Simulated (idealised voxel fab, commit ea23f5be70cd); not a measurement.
Process module under the name voxel tone inversion
Square cells of 5 nm make up the cross-section cut, whose width is 150 nm.
Heads up, the way a cross-section reads in here is a grid of square cells, handed over as bands from the top down, with every band being one or more rows of cells.
Each band's line starts with the height of the band's top and of its bottom, in nm. Then come its materials from left to right, each with its width in nm. One material with "all across" fills the band from edge to edge. "empty" is empty space.
Height datum 0, below which the as-received substrate wafer is one material. Lowest band open at the bottom, running downward: "0..down".
So if you see something like "30..40" for the width, read it as the top row of the band sitting at the first number and the bottom row at the second, with every row in between moving by the same amount as the last.
No cell of the cross-section changed in a step that is given as "nothing changed".
Any empty space of 8 cells or more lacking an open way to the top shows up in "Enclosed void inventory" as width x height at distance, distance from the left edge, in nm.
Read whatever lies past the settings on a step's line as the simulator's own remark about the step.
Among the settings permitted on a step's line is "overlay nm"; applied to a step with a mask, it specifies the extent to which the mask lay to the right of its planned position, whereas a negative figure signifies a position to the left.

**Steps in the process plan**
1 RECEIVE (material Si)
2 CONFORMAL_DEP (material SiCN; thk nm 5)
3 DIRECTIONAL_DEP (material polySi; thk nm 20)
4 PATTERN (tone cover; mask id POSTS; material resist; width nm 15; pitch nm 30; thk nm 25; overlay nm 0)
5 DIRECTIONAL_ETCH (etch materials polySi; depth nm 20)
6 STRIP (etch materials resist)
7 FILL_DEP (material lowk; thk nm 10)
8 CMP (height nm 25)
9 STRIP (etch materials polySi)
10 CONFORMAL_DEP (material TiN; thk nm 5)
11 FILL_DEP (material W; thk nm 5)
12 CMP (height nm 25)
13 CONFORMAL_DEP (material SiCN; thk nm 5)

**As-received wafer cross-section (after step 1)**
    0..down  Si all across
    Enclosed void inventory: none

**Cross-section taken at module completion on the first of two wafers; processed per the plan**
    30..25  SiCN all across
    25..10  lowk (50) | TiN (5) | W (5) | TiN (5) | lowk (15) | TiN (5) | W (5) | TiN (5) | lowk (55)
    10..5  lowk (50) | TiN (15) | lowk (15) | TiN (15) | lowk (55)
    5..0  SiCN all across
    0..down  Si all across
    Enclosed void inventory: none

**Wafer two, sectioned after the module: the first wafer's start, the first wafer's plan, and one mistake in how it was run**
    30..25  SiCN all across
    25..10  lowk (50) | TiN (5) | polySi (5) | TiN (5) | lowk (15) | TiN (5) | polySi (5) | TiN (5) | lowk (55)
    10..5  lowk (50) | TiN (15) | lowk (15) | TiN (15) | lowk (55)
    5..0  SiCN all across
    0..down  Si all across
    Enclosed void inventory: none
Heads up, the wafer didn't run the way we planned it: step 11 was processed under conditions differing from the plan, specifically as FILL_DEP (material polySi; thk nm 5)
Looking at both finished wafers in cells, the second ends up ahead of or behind the first on some materials: W: 6 fewer | polySi: 6 more
